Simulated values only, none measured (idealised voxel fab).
The process module that follows is named voxel transistor to metal.
In the cross-section labelled cut, the width is 150 nm and each square cell is 5 nm.
Square cells in a grid make up a cross-section in this document, and the grid is given as bands, listed from the top down, each one or more rows of cells.
Each band's line starts with the height of the band's top and of its bottom, in nm. Then come its materials from left to right, each with its width in nm. One material with "throughout" fills the band from edge to edge. "empty" is empty space.
Beneath 0, the wafer as received is one material, and that level is where height counting begins. The lowest band goes on downward without a bottom; it is written like "0 -> down".
Think of "30->40" as a width that walks from the first number to the second as you go down the band, top row to bottom row, taking equal-sized steps from row to row.
For the purposes of this document, the phrase "left unchanged" attached to a step denotes that no cell within the cross-section was modified by that step.
What "Completely sealed voids" gives you is every empty space of 8 cells or more that is cut off from the top. Each appears as width x height at distance, with the distance taken from the left edge and width, height and distance all in nm.
Anything after a step's settings on that line? It's the simulator's own note about the step.
Steps that use a mask can have "overlay nm" on their line. It says how far the mask sat to the right of where it was meant to be. Negative means to the left.

Steps in the process plan
1) RECEIVE,material Si
2) OXIDIZE,depth nm 5
3) CONFORMAL_DEP,material SiN,thk nm 15
4) DIRECTIONAL_DEP,material aC,thk nm 15
5) PATTERN,tone cover,mask id ACTIVE,material resist,width nm 110,thk nm 30,overlay nm 0
6) DIRECTIONAL_ETCH,etch materials aC,depth nm 15
7) STRIP,etch materials resist
8) DIRECTIONAL_ETCH,etch materials SiN,depth nm 15
9) DIRECTIONAL_ETCH,etch materials SiO2,depth nm 5
10) DIRECTIONAL_ETCH,etch materials Si,depth nm 20
11) STRIP,etch materials aC
12) OXIDIZE,depth nm 5
13) FILL_DEP,material SiO2,thk nm 10
14) CMP,height nm 15
15) SELECTIVE_ETCH,etch materials SiO2,depth nm 5
16) STRIP,etch materials SiN
17) SELECTIVE_ETCH,etch materials SiO2,depth nm 5
18) OXIDIZE,depth nm 5
19) DIRECTIONAL_DEP,material polySi,thk nm 20
20) DIRECTIONAL_DEP,material SiCN,thk nm 10
21) DIRECTIONAL_DEP,material aC,thk nm 15
22) PATTERN,tone cover,mask id GATE,material resist,width nm 30,thk nm 35,overlay nm 0
23) DIRECTIONAL_ETCH,etch materials aC,depth nm 15
24) STRIP,etch materials resist
25) DIRECTIONAL_ETCH,etch materials SiCN,depth nm 20
26) DIRECTIONAL_ETCH,etch materials polySi,depth nm 30
27) STRIP,etch materials aC
28) CONFORMAL_DEP,material SiO2,thk nm 5
29) DIRECTIONAL_ETCH,etch materials SiO2,depth nm 5
30) CONFORMAL_DEP,material SiN,thk nm 5
31) DIRECTIONAL_ETCH,etch materials SiN,depth nm 5
32) DIRECTIONAL_ETCH,etch materials SiO2,depth nm 5
33) DIRECTIONAL_ETCH,etch materials Si,depth nm 15
34) EPI,material SiGe,thk nm 15
35) FILL_DEP,material SiO2,thk nm 5
36) CMP,height nm 15
37) STRIP,etch materials polySi
38) SELECTIVE_ETCH,etch materials SiO2,depth nm 5
39) CONFORMAL_DEP,material HfO2,thk nm 5
40) CONFORMAL_DEP,material TiN,thk nm 5
41) FILL_DEP,material W,thk nm 5
42) CMP,height nm 10
43) DIRECTIONAL_DEP,material SiO2,thk nm 15
44) PATTERN,tone open,mask id CONTACT,material resist,width nm 15,pitch nm 85,thk nm 20,overlay nm 0
45) DIRECTIONAL_ETCH,etch materials SiO2,depth nm 35
46) STRIP,etch materials resist
47) CONFORMAL_DEP,material TiN,thk nm 5
48) FILL_DEP,material W,thk nm 10
49) CMP,height nm 25
50) CONFORMAL_DEP,material SiN,thk nm 5
51) DIRECTIONAL_DEP,material SiO2,thk nm 25
52) PATTERN,tone open,mask id METAL_1,material resist,width nm 15,pitch nm 85,thk nm 15,overlay nm 0
53) DIRECTIONAL_ETCH,etch materials SiO2,depth nm 25
54) DIRECTIONAL_ETCH,etch materials SiN,depth nm 5
55) STRIP,etch materials resist
56) CONFORMAL_DEP,material TiN,thk nm 5
57) FILL_DEP,material Cu,thk nm 10
58) CMP,height nm 55
59) EPI,material Ru,thk nm 5
60) FILL_DEP,material SiCN,thk nm 5
61) DIRECTIONAL_DEP,material lowk,thk nm 35
62) DIRECTIONAL_DEP,material aC,thk nm 10
63) PATTERN,tone open,mask id METAL_2,material resist,width nm 15,pitch nm 85,thk nm 25,overlay nm 0
64) DIRECTIONAL_ETCH,etch materials aC,depth nm 10
65) STRIP,etch materials resist
66) DIRECTIONAL_ETCH,etch materials lowk,depth nm 20
67) STRIP,etch materials aC
68) DIRECTIONAL_DEP,material aC,thk nm 15
69) PATTERN,tone open,mask id METAL_2_HOLES,material resist,width nm 15,pitch nm 85,thk nm 35,overlay nm 0
70) DIRECTIONAL_ETCH,etch materials aC,depth nm 15
71) STRIP,etch materials resist
72) DIRECTIONAL_ETCH,etch materials lowk,depth nm 15
73) DIRECTIONAL_ETCH,etch materials SiCN,depth nm 5
74) STRIP,etch materials aC
75) CONFORMAL_DEP,material TiN,thk nm 5
76) FILL_DEP,material Cu,thk nm 5
77) CMP,height nm 100
78) CONFORMAL_DEP,material SiCN,thk nm 5
Quick note for whoever runs this: the wafers start identical, but the depth nm at step 2 isn't the same across them. The plan just shows what the first wafer had.

So this is the first of several wafers, cross-sectioned as it came to us, meaning it's at the end of step 1
* 0 -> down: Si throughout
* Completely sealed voids: none

Each row below is a wafer at the end of the module, listing for every material the number of cells it has gained (+) or lost (-) since it was received, followed by its closed voids
depth nm 5; +24 Cu; +14 HfO2; +10 Ru; -130 Si; +74 SiCN; +48 SiGe; +34 SiN; +274 SiO2; +100 TiN; +14 W; +168 lowk; Completely sealed voids: none
depth nm 10; +24 Cu; +14 HfO2; +10 Ru; -90 Si; +74 SiCN; +60 SiGe; +34 SiN; +234 SiO2; +88 TiN; +14 W; +168 lowk; Completely sealed voids: none
depth nm 15; +24 Cu; +14 HfO2; +10 Ru; -90 Si; +74 SiCN; +34 SiN; +276 SiO2; +100 TiN; +20 W; +168 lowk; Completely sealed voids: none
depth nm 20; +24 Cu; +14 HfO2; +10 Ru; -120 Si; +74 SiCN; +34 SiN; +306 SiO2; +100 TiN; +20 W; +168 lowk; Completely sealed voids: none
